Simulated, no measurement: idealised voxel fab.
Name of the process module below: voxel wiring stack
The cross-section shown here is cut; it is 250 nm wide and divided into square cells measuring 5 nm on a side.
A cross-section is written here as square cells arranged in a grid, and it is given in bands from the top down, each band taking up one or more rows of cells. Band entry format. Leading values: height of top, height of bottom, nm. Remainder: materials in left-to-right order, each with its width in nm. Special words: "throughout" on a single material, which then fills the band edge to edge; "blank", empty space. The reference from which all heights are counted is 0, the level beneath which the as-received wafer is entirely one material; the lowest band, having no lower bound, proceeds downward and is written after the example "0..down". With a width like "30..40", each row of cells in the band differs from the next by the same amount, the top row carrying the first number and the bottom row the second. Where the words "no modification" appear for a step, the cross-section shows no cell changed by that step; every cell remained as before. You'll see "Closed voids list" listing empty spaces that have no way open to the top, as long as they're 8 cells or more; the notation is width x height at distance, where the distance is from the left edge, and all of it is in nm. Note: text after step settings on the step line = simulator remark on that step. A step's line can hold "overlay nm"; with a mask on that step, the setting says how far right of the planned place the mask lay, while a negative setting says it lay to the left.
# Set out below are the planned steps of the process
- 1: RECEIVE: material Si
- 2: CONFORMAL_DEP: material SiO2, thk nm 15
- 3: CONFORMAL_DEP: material SiN, thk nm 5
- 4: DIRECTIONAL_DEP: material SiO2, thk nm 15
- 5: DIRECTIONAL_DEP: material aC, thk nm 15
- 6: PATTERN: tone open, mask id METAL_1, material resist, width nm 30, pitch nm 60, thk nm 30, overlay nm 0
- 7: DIRECTIONAL_ETCH: etch materials aC, depth nm 15
- 8: STRIP: etch materials resist
- 9: DIRECTIONAL_ETCH: etch materials SiO2, depth nm 15
- 10: DIRECTIONAL_ETCH: etch materials SiN, depth nm 5
- 11: STRIP: etch materials aC
- 12: CONFORMAL_DEP: material TiN, thk nm 5
- 13: FILL_DEP: material Cu, thk nm 10
- 14: CMP: height nm 35
- 15: EPI: material Ru, thk nm 5
- 16: FILL_DEP: material SiCN, thk nm 5
- 17: DIRECTIONAL_DEP: material SiO2, thk nm 10
- 18: DIRECTIONAL_DEP: material aC, thk nm 15
- 19: PATTERN: tone open, mask id PLUG_1, material resist, width nm 15, pitch nm 60, thk nm 30, overlay nm 0
- 20: DIRECTIONAL_ETCH: etch materials aC, depth nm 15
- 21: STRIP: etch materials resist
- 22: DIRECTIONAL_ETCH: etch materials SiO2, depth nm 10
- 23: DIRECTIONAL_ETCH: etch materials SiCN, depth nm 5
- 24: STRIP: etch materials aC
- 25: EPI: material Ru, thk nm 10
- 26: EPI: material Ru, thk nm 5
- 27: CONFORMAL_DEP: material SiCN, thk nm 5
- 28: DIRECTIONAL_DEP: material lowk, thk nm 20
- 29: DIRECTIONAL_DEP: material aC, thk nm 15
- 30: PATTERN: tone open, mask id METAL_2, material resist, width nm 30, pitch nm 60, thk nm 30, overlay nm 0
- 31: DIRECTIONAL_ETCH: etch materials aC, depth nm 15
- 32: STRIP: etch materials resist
- 33: DIRECTIONAL_ETCH: etch materials lowk, depth nm 20
- 34: DIRECTIONAL_ETCH: etch materials SiCN, depth nm 5
- 35: STRIP: etch materials aC
- 36: CONFORMAL_DEP: material TiN, thk nm 5
- 37: FILL_DEP: material W, thk nm 10
- 38: CMP: height nm 80
- 39: CONFORMAL_DEP: material SiCN, thk nm 5
- 40: DIRECTIONAL_DEP: material SiO2, thk nm 30
- 41: DIRECTIONAL_DEP: material aC, thk nm 15
- 42: PATTERN: tone open, mask id METAL_3_HOLES, material resist, width nm 15, pitch nm 60, thk nm 35, overlay nm 0
- 43: DIRECTIONAL_ETCH: etch materials aC, depth nm 15
- 44: STRIP: etch materials resist
- 45: DIRECTIONAL_ETCH: etch materials SiO2, depth nm 30
- 46: STRIP: etch materials aC
- 47: MASKED_ETCH: tone open, mask id METAL_3, width nm 30, pitch nm 60, etch materials SiO2, depth nm 15, overlay nm 0
- 48: MASKED_ETCH: tone open, mask id METAL_3, width nm 30, pitch nm 60, etch materials SiCN, depth nm 5, overlay nm 0
- 49: CONFORMAL_DEP: material TiN, thk nm 5
- 50: FILL_DEP: material Ru, thk nm 10
- 51: CMP: height nm 115
- 52: CONFORMAL_DEP: material SiCN, thk nm 5
- 53: DIRECTIONAL_DEP: material lowk, thk nm 25
- 54: PATTERN: tone open, mask id METAL_4_HOLES, material resist, width nm 15, thk nm 15, overlay nm 0
- 55: DIRECTIONAL_ETCH: etch materials lowk, depth nm 25
- 56: STRIP: etch materials resist
- 57: MASKED_ETCH: tone open, mask id METAL_4, width nm 30, pitch nm 60, etch materials lowk, depth nm 15, overlay nm 0
- 58: MASKED_ETCH: tone open, mask id METAL_4, width nm 30, pitch nm 60, etch materials SiCN, depth nm 5, overlay nm 0
- 59: CONFORMAL_DEP: material TiN, thk nm 5
- 60: FILL_DEP: material Cu, thk nm 10
- 61: CMP: height nm 145
- 62: CONFORMAL_DEP: material SiCN, thk nm 5
# This is the cross-section of the wafer as we received it, i.e. after step 1
* 0..down = Si throughout
* Closed voids list: none
# Cross-section taken at module completion on the first of two wafers; processed per the plan
* 150..145 = SiCN throughout
* 145..135 = 80 lowk; 5 TiN; 20 Cu; 5 TiN; 30 lowk; 5 TiN; 20 Cu; 5 TiN; 80 lowk
* 135..130 = 80 lowk; 5 TiN; 5 Cu; 20 TiN; 30 lowk; 30 TiN; 80 lowk
* 130..120 = 80 lowk; 5 TiN; 5 Cu; 5 TiN; 155 lowk
* 120..115 = 80 SiCN; 15 TiN; 155 SiCN
* 115..105 = 80 SiO2; 5 TiN; 20 Ru; 5 TiN; 30 SiO2; 5 TiN; 20 Ru; 5 TiN; 80 SiO2
* 105..100 = 80 SiO2; 5 TiN; 5 Ru; 20 TiN; 30 SiO2; 5 TiN; 5 Ru; 20 TiN; 80 SiO2
* 100..85 = 80 SiO2; 5 TiN; 5 Ru; 5 TiN; 45 SiO2; 5 TiN; 5 Ru; 5 TiN; 95 SiO2
* 85..80 = 80 SiCN; 15 TiN; 45 SiCN; 15 TiN; 95 SiCN
* 80..60 = 80 lowk; 5 TiN; 20 W; 5 TiN; 30 lowk; 5 TiN; 20 W; 5 TiN; 80 lowk
* 60..55 = 80 SiCN; 30 TiN; 30 SiCN; 30 TiN; 80 SiCN
* 55..45 = 80 SiO2; 15 Ru; 45 SiO2; 15 Ru; 95 SiO2
* 45..35 = 80..75 SiCN; 15..40 Ru; 45..20 SiCN; 15..40 Ru; 95..75 SiCN
* 35..20 = 80 SiO2; 5 TiN; 20 Cu; 5 TiN; 30 SiO2; 5 TiN; 20 Cu; 5 TiN; 80 SiO2
* 20..15 = 80 SiN; 30 TiN; 30 SiN; 30 TiN; 80 SiN
* 15..0 = SiO2 throughout
* 0..down = Si throughout
* Closed voids list: none
# Now the second wafer, cross-sectioned at the end of the module. Nothing different at the start, nothing different in the plan compared with the first, just one mistake when it was actually run
* 150..145 = SiCN throughout
* 145..135 = 80 lowk; 5 TiN; 20 Cu; 5 TiN; 30 lowk; 5 TiN; 20 Cu; 5 TiN; 80 lowk
* 135..130 = 80 lowk; 5 TiN; 5 Cu; 20 TiN; 30 lowk; 30 TiN; 80 lowk
* 130..120 = 80 lowk; 5 TiN; 5 Cu; 5 TiN; 155 lowk
* 120..115 = 80 SiCN; 15 TiN; 155 SiCN
* 115..105 = 80 SiO2; 5 TiN; 20 Ru; 5 TiN; 30 SiO2; 5 TiN; 20 Ru; 5 TiN; 80 SiO2
* 105..100 = 80 SiO2; 5 TiN; 5 Ru; 20 TiN; 30 SiO2; 5 TiN; 5 Ru; 20 TiN; 80 SiO2
* 100..85 = 80 SiO2; 5 TiN; 5 Ru; 5 TiN; 45 SiO2; 5 TiN; 5 Ru; 5 TiN; 95 SiO2
* 85..80 = 80 SiCN; 15 TiN; 45 SiCN; 15 TiN; 95 SiCN
* 80..70 = 50 W; 5 TiN; 25 lowk; 5 TiN; 20 W; 5 TiN; 30 lowk; 5 TiN; 20 W; 5 TiN; 25 lowk; 5 TiN; 50 W
* 70..65 = 55 TiN; 25 lowk; 5 TiN; 20 W; 5 TiN; 30 lowk; 5 TiN; 20 W; 5 TiN; 25 lowk; 55 TiN
* 65..60 = 80 lowk; 5 TiN; 20 W; 5 TiN; 30 lowk; 5 TiN; 20 W; 5 TiN; 80 lowk
* 60..55 = 55 lowk; 25 SiCN; 30 TiN; 30 SiCN; 30 TiN; 25 SiCN; 55 lowk
* 55..45 = 55 lowk; 5 SiCN; 20 Ru; 15 SiO2; 45 Ru; 15 SiO2; 35 Ru; 5 SiCN; 55 lowk
* 45..40 = 60 SiCN; 20 Ru; 15 SiCN; 45 Ru; 15 SiCN; 35 Ru; 60 SiCN
* 40..35 = 75 SiCN; 40 Ru; 20 SiCN; 40 Ru; 75 SiCN
* 35..20 = 80 SiO2; 5 TiN; 20 Cu; 5 TiN; 30 SiO2; 5 TiN; 20 Cu; 5 TiN; 80 SiO2
* 20..15 = 80 SiN; 30 TiN; 30 SiN; 30 TiN; 80 SiN
* 15..0 = SiO2 throughout
* 0..down = Si throughout
* Closed voids list: none
So what did we get wrong on this run? it should be noted that step 19 was executed with settings other than those planned, the operation and settings actually applied being PATTERN: tone cover, mask id PLUG_1, material resist, width nm 15, pitch nm 60, thk nm 30, overlay nm 0
At the finish, the second wafer shows more or fewer cells for some materials than the first does: +42 Ru; -32 SiCN; -76 SiO2; +26 TiN; +40 W
